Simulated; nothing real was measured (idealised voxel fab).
The document below concerns the process module designated voxel transistor to metal.
cross-section cut | 165 nm wide | cells 5 nm
Throughout this document, each cross-section is represented as a grid of square cells and is presented as a sequence of bands enumerated from the top downward, where a band comprises one or more rows of cells. Quick guide to a band line: top height, bottom height (nm) up front; then every material left to right with its width in nm. Only one material and it's marked "all across"? Then it fills the band edge to edge. And "blank" just means empty space. Heights are expressed relative to 0, this being the level below which the as-received wafer comprises one material exclusively. The lowest band is unbounded in the downward direction and is denoted as in "0 and below". The width entry "30->40" should be interpreted row by row: the top row of cells in the band takes the first number, the bottom row takes the second number, and the change between adjacent rows is uniform throughout. What does "everything unchanged" mean for a step? It means no cell of the cross-section changed in that step. Heads up: "Unvented voids" only lists the empty pockets with no open path to the top that are 8 cells or more, and it writes them as width x height at distance, distance from the left edge, in nm. Read whatever lies past the settings on a step's line as the simulator's own remark about the step. Steps that use a mask can have "overlay nm" on their line. It says how far the mask sat to the right of where it was meant to be. Negative means to the left. Pairs, read this way: before one process step on the one hand, after it on the other, the after cross-section ending at the lowest band that changed; the step between, settings included, beneath. Same starting wafer throughout, but possibly different runs of this module, so no pair continues from the pair above unless its entry headed "State on entry" says so.
# State on entry
* 50 down to 45 = 45 nm TiN  10 nm blank  55 nm TiN  10 nm blank  45 nm TiN
* 45 down to 35 = 40 nm SiO2  5 nm TiN  10 nm blank  5 nm TiN  45 nm SiO2  5 nm TiN  10 nm blank  5 nm TiN  40 nm SiO2
* 35 down to 25 = 40 nm SiO2  5 nm TiN  10 nm blank  5 nm TiN  10 nm SiO2  5 nm SiN  15 nm SiCN  5 nm SiN  10 nm SiO2  5 nm TiN  10 nm blank  5 nm TiN  40 nm SiO2
* 25 down to 5 = 40 nm SiO2  5 nm TiN  10 nm blank  5 nm TiN  10 nm SiO2  5 nm SiN  15 nm polySi  5 nm SiN  10 nm SiO2  5 nm TiN  10 nm blank  5 nm TiN  40 nm SiO2
* 5 down to 0 = 40 nm SiO2  20 nm TiN  10 nm SiO2  5 nm SiN  15 nm polySi  5 nm SiN  10 nm SiO2  20 nm TiN  40 nm SiO2
* 0 down to -5 = 25 nm SiO2  5 nm SiN  40 nm SiGe  5 nm SiN  15 nm SiO2  5 nm SiN  40 nm SiGe  5 nm SiN  25 nm SiO2
* -5 down to -20 = 30 nm SiO2  105 nm Si  30 nm SiO2
* -20 and below = Si all across
* Unvented voids: none
# Post-Step Appearance
* 55 down to 50 = Ru all across
* 50 down to 45 = 45 nm TiN  10 nm Ru  55 nm TiN  10 nm Ru  45 nm TiN
* 45 down to 35 = 40 nm SiO2  5 nm TiN  10 nm Ru  5 nm TiN  45 nm SiO2  5 nm TiN  10 nm Ru  5 nm TiN  40 nm SiO2
* 35 down to 25 = 40 nm SiO2  5 nm TiN  10 nm Ru  5 nm TiN  10 nm SiO2  5 nm SiN  15 nm SiCN  5 nm SiN  10 nm SiO2  5 nm TiN  10 nm Ru  5 nm TiN  40 nm SiO2
* 25 down to 5 = 40 nm SiO2  5 nm TiN  10 nm Ru  5 nm TiN  10 nm SiO2  5 nm SiN  15 nm polySi  5 nm SiN  10 nm SiO2  5 nm TiN  10 nm Ru  5 nm TiN  40 nm SiO2
* Lower than 5, everything is as it was.
* Unvented voids: none
What is the step between the two cross-sections above? FILL_DEP with material Ru, thk nm 5
State on entry: Please consult the pair immediately above; the cross-section it shows after its step is the state before this step.
# Post-Step Appearance
* 45 down to 35 = 40 nm SiO2  5 nm TiN  10 nm Ru  5 nm TiN  45 nm SiO2  5 nm TiN  10 nm Ru  5 nm TiN  40 nm SiO2
* Lower than 35, everything is as it was.
* Unvented voids: none
What is the step between the two cross-sections above? CMP with height nm 45
State on entry: Please consult the pair immediately above; the cross-section it shows after its step is the state before this step.
# Post-Step Appearance
* 50 down to 45 = TiN all across
* Lower than 45, everything is as it was.
* Unvented voids: none
What is the step between the two cross-sections above? DIRECTIONAL_DEP with material TiN, thk nm 5
State on entry: Please consult the pair immediately above; the cross-section it shows after its step is the state before this step.
# Post-Step Appearance
* 70 down to 50 = W all across
* Lower than 50, everything is as it was.
* Unvented voids: none
What is the step between the two cross-sections above? DIRECTIONAL_DEP with material W, thk nm 20
State on entry: Please consult the pair immediately above; the cross-section it shows after its step is the state before this step.
# Post-Step Appearance
* 70 down to 50 = 40 nm blank  20 nm W  45 nm blank  20 nm W  40 nm blank
* Lower than 50, everything is as it was.
* Unvented voids: none
What is the step between the two cross-sections above? MASKED_ETCH with tone cover, mask id METAL_1, width nm 20, pitch nm 65, etch materials W, depth nm 20, overlay nm 0
State on entry: Please consult the pair immediately above; the cross-section it shows after its step is the state before this step.
# Post-Step Appearance
* 70 down to 50 = 40 nm blank  20 nm W  45 nm blank  20 nm W  40 nm blank
* 50 down to 45 = 40 nm blank  20 nm TiN  45 nm blank  20 nm TiN  40 nm blank
* Lower than 45, everything is as it was.
* Unvented voids: none
What is the step between the two cross-sections above? MASKED_ETCH with tone cover, mask id METAL_1, width nm 20, pitch nm 65, etch materials TiN, depth nm 5, overlay nm 0
State on entry: Please consult the pair immediately above; the cross-section it shows after its step is the state before this step.
# Post-Step Appearance
* 75 down to 70 = 35 nm blank  30 nm SiCN  35 nm blank  30 nm SiCN  35 nm blank
* 70 down to 50 = 35 nm blank  5 nm SiCN  20 nm W  5 nm SiCN  35 nm blank  5 nm SiCN  20 nm W  5 nm SiCN  35 nm blank
* 50 down to 45 = 40 nm SiCN  20 nm TiN  45 nm SiCN  20 nm TiN  40 nm SiCN
* Lower than 45, everything is as it was.
* Unvented voids: none
What is the step between the two cross-sections above? CONFORMAL_DEP with material SiCN, thk nm 5
State on entry: Please consult the pair immediately above; the cross-section it shows after its step is the state before this step.
# Post-Step Appearance
* 85 down to 75 = lowk all across
* 75 down to 70 = 35 nm lowk  30 nm SiCN  35 nm lowk  30 nm SiCN  35 nm lowk
* 70 down to 50 = 35 nm lowk  5 nm SiCN  20 nm W  5 nm SiCN  35 nm lowk  5 nm SiCN  20 nm W  5 nm SiCN  35 nm lowk
* Lower than 50, everything is as it was.
* Unvented voids: none
What is the step between the two cross-sections above? FILL_DEP with material lowk, thk nm 10
State on entry: Please consult the pair immediately above; the cross-section it shows after its step is the state before this step.
# Post-Step Appearance
* 70 down to 50 = 35 nm lowk  5 nm SiCN  20 nm W  5 nm SiCN  35 nm lowk  5 nm SiCN  20 nm W  5 nm SiCN  35 nm lowk
* Lower than 50, everything is as it was.
* Unvented voids: none
What is the step between the two cross-sections above? CMP with height nm 70
State on entry: Please consult the pair immediately above; the cross-section it shows after its step is the state before this step.
# Post-Step Appearance
* 75 down to 70 = SiN all across
* Lower than 70, everything is as it was.
* Unvented voids: none
What is the step between the two cross-sections above? CONFORMAL_DEP with material SiN, thk nm 5
# State on entry
* 30 down to 15 = 30 nm blank  105 nm resist  30 nm blank
* 15 down to 5 = 30 nm blank  105 nm SiN  30 nm blank
* 5 down to 0 = 30 nm blank  105 nm SiO2  30 nm blank
* 0 down to -20 = 30 nm blank  105 nm Si  30 nm blank
* -20 and below = Si all across
* Unvented voids: none
# Post-Step Appearance
* 30 down to 15 = 30 nm blank  105 nm resist  30 nm blank
* 15 down to 5 = 30 nm blank  105 nm SiN  30 nm blank
* 5 down to 0 = 30 nm blank  105 nm SiO2  30 nm blank
* 0 down to -40 = 30 nm blank  105 nm Si  30 nm blank
* Lower than -40, everything is as it was.
* Unvented voids: none
What is the step between the two cross-sections above? DIRECTIONAL_ETCH with etch materials Si, depth nm 20
State on entry: Please consult the pair immediately above; the cross-section it shows after its step is the state before this step.
# Post-Step Appearance
* 15 down to 5 = 30 nm blank  105 nm SiN  30 nm blank
* Lower than 5, everything is as it was.
* Unvented voids: none
What is the step between the two cross-sections above? STRIP with etch materials resist
State on entry: Please consult the pair immediately above; the cross-section it shows after its step is the state before this step.
# Post-Step Appearance
* 25 down to 15 = SiO2 all across
* 15 down to 5 = 30 nm SiO2  105 nm SiN  30 nm SiO2
* 5 down to 0 = SiO2 all across
* 0 down to -40 = 30 nm SiO2  105 nm Si  30 nm SiO2
* Lower than -40, everything is as it was.
* Unvented voids: none
What is the step between the two cross-sections above? FILL_DEP with material SiO2, thk nm 10
State on entry: Please consult the pair immediately above; the cross-section it shows after its step is the state before this step.
# Post-Step Appearance
* 15 down to 5 = 30 nm SiO2  105 nm SiN  30 nm SiO2
* Lower than 5, everything is as it was.
* Unvented voids: none
What is the step between the two cross-sections above? CMP with height nm 15
State on entry: Please consult the pair immediately above; the cross-section it shows after its step is the state before this step.
# Post-Step Appearance
* 15 down to 10 = 30 nm blank  105 nm SiN  30 nm blank
* Lower than 10, everything is as it was.
* Unvented voids: none
What is the step between the two cross-sections above? SELECTIVE_ETCH with etch materials SiO2, depth nm 5
State on entry: Please consult the pair immediately above; the cross-section it shows after its step is the state before this step.
# Post-Step Appearance
* 10 down to 5 = 30 nm SiO2  105 nm blank  30 nm SiO2
* Lower than 5, everything is as it was.
* Unvented voids: none
What is the step between the two cross-sections above? STRIP with etch materials SiN
State on entry: Please consult the pair immediately above; the cross-section it shows after its step is the state before this step.
# Post-Step Appearance
* 5 down to 0 = 25 nm SiO2  115 nm blank  25 nm SiO2
* Lower than 0, everything is as it was.
* Unvented voids: none
What is the step between the two cross-sections above? SELECTIVE_ETCH with etch materials SiO2, depth nm 5
State on entry: Please consult the pair immediately above; the cross-section it shows after its step is the state before this step.
# Post-Step Appearance
* 5 down to 0 = 25 nm SiO2  115 nm blank  25 nm SiO2
* 0 down to -5 = SiO2 all across
* Lower than -5, everything is as it was.
* Unvented voids: none
What is the step between the two cross-sections above? OXIDIZE with depth nm 5
State on entry: Please consult the pair immediately above; the cross-section it shows after its step is the state before this step.
# Post-Step Appearance
* 30 down to 25 = 25 nm polySi  115 nm blank  25 nm polySi
* 25 down to 5 = polySi all across
* 5 down to 0 = 25 nm SiO2  115 nm polySi  25 nm SiO2
* Lower than 0, everything is as it was.
* Unvented voids: none
What is the step between the two cross-sections above? DIRECTIONAL_DEP with material polySi, thk nm 25
State on entry: Please consult the pair immediately above; the cross-section it shows after its step is the state before this step.
# Post-Step Appearance
* 40 down to 35 = 25 nm SiCN  115 nm blank  25 nm SiCN
* 35 down to 30 = SiCN all across
* 30 down to 25 = 25 nm polySi  115 nm SiCN  25 nm polySi
* Lower than 25, everything is as it was.
* Unvented voids: none
What is the step between the two cross-sections above? DIRECTIONAL_DEP with material SiCN, thk nm 10
State on entry: Please consult the pair immediately above; the cross-section it shows after its step is the state before this step.
# Post-Step Appearance
* 55 down to 50 = 25 nm aC  115 nm blank  25 nm aC
* 50 down to 40 = aC all across
* 40 down to 35 = 25 nm SiCN  115 nm aC  25 nm SiCN
* Lower than 35, everything is as it was.
* Unvented voids: none
What is the step between the two cross-sections above? DIRECTIONAL_DEP with material aC, thk nm 15
State on entry: Please consult the pair immediately above; the cross-section it shows after its step is the state before this step.
# Post-Step Appearance
* 85 down to 55 = 75 nm blank  15 nm resist  75 nm blank
* 55 down to 50 = 25 nm aC  50 nm blank  15 nm resist  50 nm blank  25 nm aC
* Lower than 50, everything is as it was.
* Unvented voids: none
What is the step between the two cross-sections above? PATTERN with tone cover, mask id GATE, material resist, width nm 15, thk nm 30, overlay nm 0
State on entry: Please consult the pair immediately above; the cross-section it shows after its step is the state before this step.
# Post-Step Appearance
* 70 down to 50 = 75 nm blank  15 nm resist  75 nm blank
* 50 down to 40 = 75 nm blank  15 nm aC  75 nm blank
* 40 down to 35 = 25 nm SiCN  50 nm blank  15 nm aC  50 nm blank  25 nm SiCN
* Lower than 35, everything is as it was.
* Unvented voids: none
What is the step between the two cross-sections above? DIRECTIONAL_ETCH with etch materials aC, depth nm 15
State on entry: Please consult the pair immediately above; the cross-section it shows after its step is the state before this step.
# Post-Step Appearance
* 50 down to 40 = 75 nm blank  15 nm aC  75 nm blank
* Lower than 40, everything is as it was.
* Unvented voids: none
What is the step between the two cross-sections above? STRIP with etch materials resist
State on entry: Please consult the pair immediately above; the cross-section it shows after its step is the state before this step.
# Post-Step Appearance
* 50 down to 35 = 75 nm blank  15 nm aC  75 nm blank
* 35 down to 30 = 75 nm blank  15 nm SiCN  75 nm blank
* 30 down to 25 = 25 nm polySi  50 nm blank  15 nm SiCN  50 nm blank  25 nm polySi
* Lower than 25, everything is as it was.
* Unvented voids: none
What is the step between the two cross-sections above? DIRECTIONAL_ETCH with etch materials SiCN, depth nm 20
State on entry: Please consult the pair immediately above; the cross-section it shows after its step is the state before this step.
# Post-Step Appearance
* 50 down to 35 = 75 nm blank  15 nm aC  75 nm blank
* 35 down to 25 = 75 nm blank  15 nm SiCN  75 nm blank
* 25 down to 5 = 75 nm blank  15 nm polySi  75 nm blank
* 5 down to 0 = 25 nm SiO2  50 nm blank  15 nm polySi  50 nm blank  25 nm SiO2
* Lower than 0, everything is as it was.
* Unvented voids: none
What is the step between the two cross-sections above? DIRECTIONAL_ETCH with etch materials polySi, depth nm 35
State on entry: Please consult the pair immediately above; the cross-section it shows after its step is the state before this step.
# Post-Step Appearance
* 35 down to 25 = 75 nm blank  15 nm SiCN  75 nm blank
* Lower than 25, everything is as it was.
* Unvented voids: none
What is the step between the two cross-sections above? STRIP with etch materials aC
State on entry: Please consult the pair immediately above; the cross-section it shows after its step is the state before this step.
# Post-Step Appearance
* 40 down to 35 = 70 nm blank  25 nm SiO2  70 nm blank
* 35 down to 25 = 70 nm blank  5 nm SiO2  15 nm SiCN  5 nm SiO2  70 nm blank
* 25 down to 10 = 70 nm blank  5 nm SiO2  15 nm polySi  5 nm SiO2  70 nm blank
* 10 down to 5 = 30 nm SiO2  40 nm blank  5 nm SiO2  15 nm polySi  5 nm SiO2  40 nm blank  30 nm SiO2
* 5 down to 0 = 75 nm SiO2  15 nm polySi  75 nm SiO2
* Lower than 0, everything is as it was.
* Unvented voids: none
What is the step between the two cross-sections above? CONFORMAL_DEP with material SiO2, thk nm 5
State on entry: Please consult the pair immediately above; the cross-section it shows after its step is the state before this step.
# Post-Step Appearance
* 35 down to 25 = 70 nm blank  5 nm SiO2  15 nm SiCN  5 nm SiO2  70 nm blank
* 25 down to 5 = 70 nm blank  5 nm SiO2  15 nm polySi  5 nm SiO2  70 nm blank
* 5 down to 0 = 30 nm SiO2  40 nm blank  5 nm SiO2  15 nm polySi  5 nm SiO2  40 nm blank  30 nm SiO2
* Lower than 0, everything is as it was.
* Unvented voids: none
What is the step between the two cross-sections above? DIRECTIONAL_ETCH with etch materials SiO2, depth nm 5
State on entry: Please consult the pair immediately above; the cross-section it shows after its step is the state before this step.
# Post-Step Appearance
* 40 down to 35 = 65 nm blank  35 nm SiN  65 nm blank
* 35 down to 25 = 65 nm blank  5 nm SiN  5 nm SiO2  15 nm SiCN  5 nm SiO2  5 nm SiN  65 nm blank
* 25 down to 10 = 65 nm blank  5 nm SiN  5 nm SiO2  15 nm polySi  5 nm SiO2  5 nm SiN  65 nm blank
* 10 down to 5 = 35 nm SiN  30 nm blank  5 nm SiN  5 nm SiO2  15 nm polySi  5 nm SiO2  5 nm SiN  30 nm blank  35 nm SiN
* 5 down to 0 = 30 nm SiO2  40 nm SiN  5 nm SiO2  15 nm polySi  5 nm SiO2  40 nm SiN  30 nm SiO2
* Lower than 0, everything is as it was.
* Unvented voids: none
What is the step between the two cross-sections above? CONFORMAL_DEP with material SiN, thk nm 5
State on entry: Please consult the pair immediately above; the cross-section it shows after its step is the state before this step.
# Post-Step Appearance
* 35 down to 25 = 65 nm blank  5 nm SiN  5 nm SiO2  15 nm SiCN  5 nm SiO2  5 nm SiN  65 nm blank
* 25 down to 5 = 65 nm blank  5 nm SiN  5 nm SiO2  15 nm polySi  5 nm SiO2  5 nm SiN  65 nm blank
* 5 down to 0 = 30 nm SiO2  5 nm SiN  30 nm blank  5 nm SiN  5 nm SiO2  15 nm polySi  5 nm SiO2  5 nm SiN  30 nm blank  5 nm SiN  30 nm SiO2
* Lower than 0, everything is as it was.
* Unvented voids: none
What is the step between the two cross-sections above? DIRECTIONAL_ETCH with etch materials SiN, depth nm 5
State on entry: Please consult the pair immediately above; the cross-section it shows after its step is the state before this step.
# Post-Step Appearance
* 35 down to 30 = 65 nm blank  5 nm SiN  5 nm blank  15 nm SiCN  5 nm blank  5 nm SiN  65 nm blank
* 30 down to 25 = 65 nm blank  5 nm SiN  5 nm SiO2  15 nm SiCN  5 nm SiO2  5 nm SiN  65 nm blank
* 25 down to 5 = 65 nm blank  5 nm SiN  5 nm SiO2  15 nm polySi  5 nm SiO2  5 nm SiN  65 nm blank
* 5 down to 0 = 30 nm blank  5 nm SiN  30 nm blank  5 nm SiN  5 nm SiO2  15 nm polySi  5 nm SiO2  5 nm SiN  30 nm blank  5 nm SiN  30 nm blank
* 0 down to -5 = 35 nm SiO2  30 nm blank  35 nm SiO2  30 nm blank  35 nm SiO2
* Lower than -5, everything is as it was.
* Unvented voids: none
What is the step between the two cross-sections above? DIRECTIONAL_ETCH with etch materials SiO2, depth nm 5
State on entry: Please consult the pair immediately above; the cross-section it shows after its step is the state before this step.
# Post-Step Appearance
* 35 down to 30 = 65 nm blank  5 nm SiN  5 nm blank  15 nm SiCN  5 nm blank  5 nm SiN  65 nm blank
* 30 down to 25 = 65 nm blank  5 nm SiN  5 nm SiO2  15 nm SiCN  5 nm SiO2  5 nm SiN  65 nm blank
* 25 down to 5 = 65 nm blank  5 nm SiN  5 nm SiO2  15 nm polySi  5 nm SiO2  5 nm SiN  65 nm blank
* 5 down to 0 = 30 nm blank  5 nm SiN  30 nm blank  5 nm SiN  5 nm SiO2  15 nm polySi  5 nm SiO2  5 nm SiN  30 nm blank  5 nm SiN  30 nm blank
* 0 down to -5 = 35 nm SiO2  30 nm SiGe  35 nm SiO2  30 nm SiGe  35 nm SiO2
* Lower than -5, everything is as it was.
* Unvented voids: none
What is the step between the two cross-sections above? EPI with material SiGe, thk nm 5
State on entry: Please consult the pair immediately above; the cross-section it shows after its step is the state before this step.
# Post-Step Appearance
* 45 down to 35 = SiO2 all across
* 35 down to 25 = 65 nm SiO2  5 nm SiN  5 nm SiO2  15 nm SiCN  5 nm SiO2  5 nm SiN  65 nm SiO2
* 25 down to 5 = 65 nm SiO2  5 nm SiN  5 nm SiO2  15 nm polySi  5 nm SiO2  5 nm SiN  65 nm SiO2
* 5 down to 0 = 30 nm SiO2  5 nm SiN  30 nm SiO2  5 nm SiN  5 nm SiO2  15 nm polySi  5 nm SiO2  5 nm SiN  30 nm SiO2  5 nm SiN  30 nm SiO2
* Lower than 0, everything is as it was.
* Unvented voids: none
What is the step between the two cross-sections above? FILL_DEP with material SiO2, thk nm 10
State on entry: Please consult the pair immediately above; the cross-section it shows after its step is the state before this step.
# Post-Step Appearance
* 35 down to 25 = 65 nm SiO2  5 nm SiN  5 nm SiO2  15 nm SiCN  5 nm SiO2  5 nm SiN  65 nm SiO2
* Lower than 25, everything is as it was.
* Unvented voids: none
What is the step between the two cross-sections above? CMP with height nm 35
State on entry: Please consult the pair immediately above; the cross-section it shows after its step is the state before this step.
# Post-Step Appearance
* 45 down to 35 = SiO2 all across
* Lower than 35, everything is as it was.
* Unvented voids: none
What is the step between the two cross-sections above? DIRECTIONAL_DEP with material SiO2, thk nm 10
State on entry: Please consult the pair immediately above; the cross-section it shows after its step is the state before this step.
# Post-Step Appearance
* 65 down to 45 = 40 nm resist  20 nm blank  45 nm resist  20 nm blank  40 nm resist
* Lower than 45, everything is as it was.
* Unvented voids: none
What is the step between the two cross-sections above? PATTERN with tone open, mask id CONTACT, material resist, width nm 20, pitch nm 65, thk nm 20, overlay nm 0
State on entry: Please consult the pair immediately above; the cross-section it shows after its step is the state before this step.
# Post-Step Appearance
* 65 down to 45 = 40 nm resist  20 nm blank  45 nm resist  20 nm blank  40 nm resist
* 45 down to 35 = 40 nm SiO2  20 nm blank  45 nm SiO2  20 nm blank  40 nm SiO2
* 35 down to 25 = 40 nm SiO2  20 nm blank  5 nm SiO2  5 nm SiN  5 nm SiO2  15 nm SiCN  5 nm SiO2  5 nm SiN  5 nm SiO2  20 nm blank  40 nm SiO2
* 25 down to 5 = 40 nm SiO2  20 nm blank  5 nm SiO2  5 nm SiN  5 nm SiO2  15 nm polySi  5 nm SiO2  5 nm SiN  5 nm SiO2  20 nm blank  40 nm SiO2
* 5 down to 0 = 30 nm SiO2  5 nm SiN  5 nm SiO2  20 nm blank  5 nm SiO2  5 nm SiN  5 nm SiO2  15 nm polySi  5 nm SiO2  5 nm SiN  5 nm SiO2  20 nm blank  5 nm SiO2  5 nm SiN  30 nm SiO2
* Lower than 0, everything is as it was.
* Unvented voids: none
What is the step between the two cross-sections above? DIRECTIONAL_ETCH with etch materials SiO2, depth nm 45
State on entry: Please consult the pair immediately above; the cross-section it shows after its step is the state before this step.
# Post-Step Appearance
* 45 down to 35 = 40 nm SiO2  20 nm blank  45 nm SiO2  20 nm blank  40 nm SiO2
* Lower than 35, everything is as it was.
* Unvented voids: none
What is the step between the two cross-sections above? STRIP with etch materials resist
State on entry: Please consult the pair immediately above; the cross-section it shows after its step is the state before this step.
# Post-Step Appearance
* 50 down to 45 = 45 nm TiN  10 nm blank  55 nm TiN  10 nm blank  45 nm TiN
* 45 down to 35 = 40 nm SiO2  5 nm TiN  10 nm blank  5 nm TiN  45 nm SiO2  5 nm TiN  10 nm blank  5 nm TiN  40 nm SiO2
* 35 down to 25 = 40 nm SiO2  5 nm TiN  10 nm blank  5 nm TiN  5 nm SiO2  5 nm SiN  5 nm SiO2  15 nm SiCN  5 nm SiO2  5 nm SiN  5 nm SiO2  5 nm TiN  10 nm blank  5 nm TiN  40 nm SiO2
* 25 down to 5 = 40 nm SiO2  5 nm TiN  10 nm blank  5 nm TiN  5 nm SiO2  5 nm SiN  5 nm SiO2  15 nm polySi  5 nm SiO2  5 nm SiN  5 nm SiO2  5 nm TiN  10 nm blank  5 nm TiN  40 nm SiO2
* 5 down to 0 = 30 nm SiO2  5 nm SiN  5 nm SiO2  20 nm TiN  5 nm SiO2  5 nm SiN  5 nm SiO2  15 nm polySi  5 nm SiO2  5 nm SiN  5 nm SiO2  20 nm TiN  5 nm SiO2  5 nm SiN  30 nm SiO2
* Lower than 0, everything is as it was.
* Unvented voids: none
What is the step between the two cross-sections above? CONFORMAL_DEP with material TiN, thk nm 5
State on entry: Please consult the pair immediately above; the cross-section it shows after its step is the state before this step.
# Post-Step Appearance
* 55 down to 50 = Ru all across
* 50 down to 45 = 45 nm TiN  10 nm Ru  55 nm TiN  10 nm Ru  45 nm TiN
* 45 down to 35 = 40 nm SiO2  5 nm TiN  10 nm Ru  5 nm TiN  45 nm SiO2  5 nm TiN  10 nm Ru  5 nm TiN  40 nm SiO2
* 35 down to 25 = 40 nm SiO2  5 nm TiN  10 nm Ru  5 nm TiN  5 nm SiO2  5 nm SiN  5 nm SiO2  15 nm SiCN  5 nm SiO2  5 nm SiN  5 nm SiO2  5 nm TiN  10 nm Ru  5 nm TiN  40 nm SiO2
* 25 down to 5 = 40 nm SiO2  5 nm TiN  10 nm Ru  5 nm TiN  5 nm SiO2  5 nm SiN  5 nm SiO2  15 nm polySi  5 nm SiO2  5 nm SiN  5 nm SiO2  5 nm TiN  10 nm Ru  5 nm TiN  40 nm SiO2
* Lower than 5, everything is as it was.
* Unvented voids: none
What is the step between the two cross-sections above? FILL_DEP with material Ru, thk nm 5
State on entry: Please consult the pair immediately above; the cross-section it shows after its step is the state before this step.
# Post-Step Appearance
* 45 down to 35 = 40 nm SiO2  5 nm TiN  10 nm Ru  5 nm TiN  45 nm SiO2  5 nm TiN  10 nm Ru  5 nm TiN  40 nm SiO2
* Lower than 35, everything is as it was.
* Unvented voids: none
What is the step between the two cross-sections above? CMP with height nm 45
State on entry: Please consult the pair immediately above; the cross-section it shows after its step is the state before this step.
# Post-Step Appearance
* 50 down to 45 = TiN all across
* Lower than 45, everything is as it was.
* Unvented voids: none
What is the step between the two cross-sections above? DIRECTIONAL_DEP with material TiN, thk nm 5
State on entry: Please consult the pair immediately above; the cross-section it shows after its step is the state before this step.
# Post-Step Appearance
* 70 down to 50 = W all across
* Lower than 50, everything is as it was.
* Unvented voids: none
What is the step between the two cross-sections above? DIRECTIONAL_DEP with material W, thk nm 20
State on entry: Please consult the pair immediately above; the cross-section it shows after its step is the state before this step.
# Post-Step Appearance
* 70 down to 50 = 40 nm blank  20 nm W  45 nm blank  20 nm W  40 nm blank
* Lower than 50, everything is as it was.
* Unvented voids: none
What is the step between the two cross-sections above? MASKED_ETCH with tone cover, mask id METAL_1, width nm 20, pitch nm 65, etch materials W, depth nm 20, overlay nm 0
State on entry: Please consult the pair immediately above; the cross-section it shows after its step is the state before this step.
# Post-Step Appearance
* 70 down to 50 = 40 nm blank  20 nm W  45 nm blank  20 nm W  40 nm blank
* 50 down to 45 = 40 nm blank  20 nm TiN  45 nm blank  20 nm TiN  40 nm blank
* Lower than 45, everything is as it was.
* Unvented voids: none
What is the step between the two cross-sections above? MASKED_ETCH with tone cover, mask id METAL_1, width nm 20, pitch nm 65, etch materials TiN, depth nm 5, overlay nm 0
State on entry: Please consult the pair immediately above; the cross-section it shows after its step is the state before this step.
# Post-Step Appearance
* 75 down to 70 = 35 nm blank  30 nm SiCN  35 nm blank  30 nm SiCN  35 nm blank
* 70 down to 50 = 35 nm blank  5 nm SiCN  20 nm W  5 nm SiCN  35 nm blank  5 nm SiCN  20 nm W  5 nm SiCN  35 nm blank
* 50 down to 45 = 40 nm SiCN  20 nm TiN  45 nm SiCN  20 nm TiN  40 nm SiCN
* Lower than 45, everything is as it was.
* Unvented voids: none
What is the step between the two cross-sections above? CONFORMAL_DEP with material SiCN, thk nm 5
State on entry: Please consult the pair immediately above; the cross-section it shows after its step is the state before this step.
# Post-Step Appearance
* 85 down to 75 = lowk all across
* 75 down to 70 = 35 nm lowk  30 nm SiCN  35 nm lowk  30 nm SiCN  35 nm lowk
* 70 down to 50 = 35 nm lowk  5 nm SiCN  20 nm W  5 nm SiCN  35 nm lowk  5 nm SiCN  20 nm W  5 nm SiCN  35 nm lowk
* Lower than 50, everything is as it was.
* Unvented voids: none
What is the step between the two cross-sections above? FILL_DEP with material lowk, thk nm 10
State on entry: Please consult the pair immediately above; the cross-section it shows after its step is the state before this step.
# Post-Step Appearance
* 70 down to 50 = 35 nm lowk  5 nm SiCN  20 nm W  5 nm SiCN  35 nm lowk  5 nm SiCN  20 nm W  5 nm SiCN  35 nm lowk
* Lower than 50, everything is as it was.
* Unvented voids: none
What is the step between the two cross-sections above? CMP with height nm 70
State on entry: Please consult the pair immediately above; the cross-section it shows after its step is the state before this step.
# Post-Step Appearance
* 75 down to 70 = SiN all across
* Lower than 70, everything is as it was.
* Unvented voids: none
What is the step between the two cross-sections above? CONFORMAL_DEP with material SiN, thk nm 5
# State on entry
* 45 down to 35 = 40 nm SiO2  5 nm TiN  10 nm Ru  5 nm TiN  45 nm SiO2  5 nm TiN  10 nm Ru  5 nm TiN  40 nm SiO2
* 35 down to 25 = 40 nm SiO2  5 nm TiN  10 nm Ru  5 nm TiN  5 nm SiO2  5 nm SiN  5 nm SiO2  15 nm SiCN  5 nm SiO2  5 nm SiN  5 nm SiO2  5 nm TiN  10 nm Ru  5 nm TiN  40 nm SiO2
* 25 down to 5 = 40 nm SiO2  5 nm TiN  10 nm Ru  5 nm TiN  5 nm SiO2  5 nm SiN  5 nm SiO2  15 nm polySi  5 nm SiO2  5 nm SiN  5 nm SiO2  5 nm TiN  10 nm Ru  5 nm TiN  40 nm SiO2
* 5 down to 0 = 30 nm SiO2  5 nm SiN  5 nm SiO2  20 nm TiN  5 nm SiO2  5 nm SiN  5 nm SiO2  15 nm polySi  5 nm SiO2  5 nm SiN  5 nm SiO2  20 nm TiN  5 nm SiO2  5 nm SiN  30 nm SiO2
* 0 down to -5 = 35 nm SiO2  30 nm SiGe  35 nm SiO2  30 nm SiGe  35 nm SiO2
* -5 down to -20 = 30 nm SiO2  105 nm Si  30 nm SiO2
* -20 and below = Si all across
* Unvented voids: none
# Post-Step Appearance
* 65 down to 45 = W all across
* Lower than 45, everything is as it was.
* Unvented voids: none
What is the step between the two cross-sections above? DIRECTIONAL_DEP with material W, thk nm 20
State on entry: Please consult the pair immediately above; the cross-section it shows after its step is the state before this step.
# Post-Step Appearance
* 70 down to 65 = TiN all across
* Lower than 65, everything is as it was.
* Unvented voids: none
What is the step between the two cross-sections above? DIRECTIONAL_DEP with material TiN, thk nm 5
State on entry: Please consult the pair immediately above; the cross-section it shows after its step is the state before this step.
# Post-Step Appearance
* 70 down to 65 = 40 nm blank  20 nm TiN  45 nm blank  20 nm TiN  40 nm blank
* Lower than 65, everything is as it was.
* Unvented voids: none
What is the step between the two cross-sections above? MASKED_ETCH with tone cover, mask id METAL_1, width nm 20, pitch nm 65, etch materials TiN, depth nm 5, overlay nm 0
State on entry: Please consult the pair immediately above; the cross-section it shows after its step is the state before this step.
# Post-Step Appearance
* 75 down to 70 = 35 nm blank  30 nm SiCN  35 nm blank  30 nm SiCN  35 nm blank
* 70 down to 65 = 40 nm SiCN  20 nm TiN  45 nm SiCN  20 nm TiN  40 nm SiCN
* Lower than 65, everything is as it was.
* Unvented voids: none
What is the step between the two cross-sections above? CONFORMAL_DEP with material SiCN, thk nm 5
State on entry: Please consult the pair immediately above; the cross-section it shows after its step is the state before this step.
# Post-Step Appearance
* 85 down to 75 = lowk all across
* 75 down to 70 = 35 nm lowk  30 nm SiCN  35 nm lowk  30 nm SiCN  35 nm lowk
* Lower than 70, everything is as it was.
* Unvented voids: none
What is the step between the two cross-sections above? FILL_DEP with material lowk, thk nm 10
State on entry: Please consult the pair immediately above; the cross-section it shows after its step is the state before this step.
# Post-Step Appearance
* 70 down to 65 = 40 nm SiCN  20 nm TiN  45 nm SiCN  20 nm TiN  40 nm SiCN
* Lower than 65, everything is as it was.
* Unvented voids: none
What is the step between the two cross-sections above? CMP with height nm 70
State on entry: Please consult the pair immediately above; the cross-section it shows after its step is the state before this step.
# Post-Step Appearance
* 75 down to 70 = SiN all across
* Lower than 70, everything is as it was.
* Unvented voids: none
What is the step between the two cross-sections above? CONFORMAL_DEP with material SiN, thk nm 5
